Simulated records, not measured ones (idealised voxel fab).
The name of this process module is voxel trench capacitor.
Pictured: cross-section cut, 255 nm wide, on a grid of 5 nm square cells.
Cross-sections here: square-cell grids, written as top-down lists of bands, a band being one or more rows of cells.
Band entry format. Leading values: height of top, height of bottom, nm. Remainder: materials in left-to-right order, each with its width in nm. Special words: "all across" on a single material, which then fills the band edge to edge; "blank", empty space.
Height reference: 0 = level under which incoming wafer is all one material. Lowest band: no bottom, runs on downward, e.g. "top 0, no bottom".
Note: "30 to 40" means the width goes from the first number (top row of the band) to the second number (bottom row) in equal steps per row of cells.
Step marked "no modifications"? Then no cell in the cross-section changed in it.
Reported under the label "Closed void list" are the empty spaces having no open way to the top and comprising 8 cells or more; the notation for each is width x height at distance, in which the distance is measured from the left edge and all three values are in nm.
Read whatever lies past the settings on a step's line as the simulator's own remark about the step.
The line of a step may include "overlay nm". On a step with a mask, this value is how far to the right of its planned place the mask lay. A negative value means the mask lay to the left.

-- The process steps that were planned are listed below
1. RECEIVE [material Si]
2. CONFORMAL_DEP [material SiN] [thk nm 10]
3. DIRECTIONAL_DEP [material aC] [thk nm 10]
4. PATTERN [tone open] [mask id TRENCH] [material resist] [width nm 20] [pitch nm 55] [thk nm 25] [overlay nm 0]
5. DIRECTIONAL_ETCH [etch materials aC] [depth nm 10]
6. STRIP [etch materials resist]
7. DIRECTIONAL_ETCH [etch materials SiN] [depth nm 10]
8. DIRECTIONAL_ETCH [etch materials Si] [depth nm 40]
9. STRIP [etch materials aC]
10. CONFORMAL_DEP [material Al2O3] [thk nm 5]
11. CONFORMAL_DEP [material TiN] [thk nm 5]
12. FILL_DEP [material W] [thk nm 5]
13. CMP [height nm 10]
The value of width nm given for step 4 in the plan refers to the first wafer; the wafers vary in this setting and are alike at the start.

-- Cross-section of the first of several wafers on receipt, reflecting completion of step 1
	top 0, no bottom | Si all across
	Closed void list: none

-- The cross-section of the first of several wafers is given below for the end of the module, after its final step, step 13
	top 10, bottom 0 | SiN=90  Al2O3=5  TiN=10  Al2O3=5  SiN=35  Al2O3=5  TiN=10  Al2O3=5  SiN=90
	top 0, bottom -35 | Si=90  Al2O3=5  TiN=10  Al2O3=5  Si=35  Al2O3=5  TiN=10  Al2O3=5  Si=90
	top -35, bottom -40 | Si=90  Al2O3=20  Si=35  Al2O3=20  Si=90
	top -40, no bottom | Si all across
	Closed void list: none

-- Sectional view of the last wafer upon completion of the module
	top 10, bottom 0 | SiN=80  Al2O3=5  TiN=5  W=20  TiN=5  Al2O3=5  SiN=15  Al2O3=5  TiN=5  W=20  TiN=5  Al2O3=5  SiN=80
	top 0, bottom -30 | Si=80  Al2O3=5  TiN=5  W=20  TiN=5  Al2O3=5  Si=15  Al2O3=5  TiN=5  W=20  TiN=5  Al2O3=5  Si=80
	top -30, bottom -35 | Si=80  Al2O3=5  TiN=30  Al2O3=5  Si=15  Al2O3=5  TiN=30  Al2O3=5  Si=80
	top -35, bottom -40 | Si=80  Al2O3=40  Si=15  Al2O3=40  Si=80
	top -40, no bottom | Si all across
	Closed void list: none

-- Where each wafer stands at the end of the module, a row apiece: cells of each material gained (+) or lost (-) since it was received, then closed voids
width nm 20 | +44 Al2O3 | -64 Si | +86 SiN | +36 TiN | Closed void list: none
width nm 25 | +46 Al2O3 | -80 Si | +82 SiN | +38 TiN | +16 W | Closed void list: none
width nm 30 | +48 Al2O3 | -96 Si | +78 SiN | +40 TiN | +32 W | Closed void list: none
width nm 35 | +50 Al2O3 | -112 Si | +74 SiN | +42 TiN | +48 W | Closed void list: none
width nm 40 | +52 Al2O3 | -128 Si | +70 SiN | +44 TiN | +64 W | Closed void list: none
